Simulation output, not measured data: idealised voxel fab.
process module | voxel ribs on slabs
Section cut is 160 nm wide and gridded with 5 nm square cells.
Cross-section spec: square-cell grid; bands listed top down; each band is one or more rows.
Band: top and bottom heights (nm) first, top before bottom; then materials from left to right, widths in nm. "throughout" marks a sole material filling the band edge to edge. "empty" denotes empty space.
Heights are expressed relative to 0, this being the level below which the as-received wafer comprises one material exclusively. The lowest band is unbounded in the downward direction and is denoted as in "0 down".
Width: "30->40" (first number = top row, second number = bottom row, same change from row to row of cells).
Step marked "nothing altered"? Then no cell in the cross-section changed in it.
"Fully closed voids" means: voids of 8 cells or more that are shut off from the top with no open way through. Written width x height at distance, distance from the left edge, in nm.
On each step's line, the part that comes after the settings is the simulator's own comment on the step.
Each step line may optionally specify "overlay nm", which for a step with a mask gives the rightward distance between the mask's planned place and where it lay, a negative value indicating the leftward direction.
# Listed below are the process steps as planned
| 1 | RECEIVE (material Si) |
| 2 | DIRECTIONAL_DEP (material SiO2; thk nm 30) |
| 3 | DIRECTIONAL_DEP (material SiN; thk nm 25) |
| 4 | PATTERN (tone cover; mask id RIB; material resist; width nm 15; thk nm 15; overlay nm 0) |
| 5 | DIRECTIONAL_ETCH (etch materials SiN; depth nm 10) |
| 6 | STRIP (etch materials resist) |
| 7 | PATTERN (tone cover; mask id SLAB; material resist; width nm 55; thk nm 20; overlay nm 0) |
| 8 | DIRECTIONAL_ETCH (etch materials SiN; depth nm 5) |
| 9 | STRIP (etch materials resist) |
| 10 | FILL_DEP (material SiO2; thk nm 25) |
| 11 | CMP (height nm 70) |
| 12 | DIRECTIONAL_DEP (material TiN; thk nm 10) |
| 13 | MASKED_ETCH (tone cover; mask id HEATER; width nm 25; etch materials TiN; depth nm 10; overlay nm 0) |
| 14 | CONFORMAL_DEP (material SiN; thk nm 10) |
Same starting wafers, different depth nm at step 8. Plan value belongs to the first wafer.
# first wafer as received, after step 1
> 0 down  Si throughout
> Fully closed voids: none
# Row per wafer, end-of-module: cell gain (+)/loss (-) by material since the wafer came in, then closed voids
depth nm 5, +153 SiN, +367 SiO2, +10 TiN, Fully closed voids: none
depth nm 10, +132 SiN, +388 SiO2, +10 TiN, Fully closed voids: none
depth nm 15, +111 SiN, +409 SiO2, +10 TiN, Fully closed voids: none
depth nm 20, +111 SiN, +409 SiO2, +10 TiN, Fully closed voids: none
depth nm 25, +111 SiN, +409 SiO2, +10 TiN, Fully closed voids: none
depth nm 30, +111 SiN, +409 SiO2, +10 TiN, Fully closed voids: none
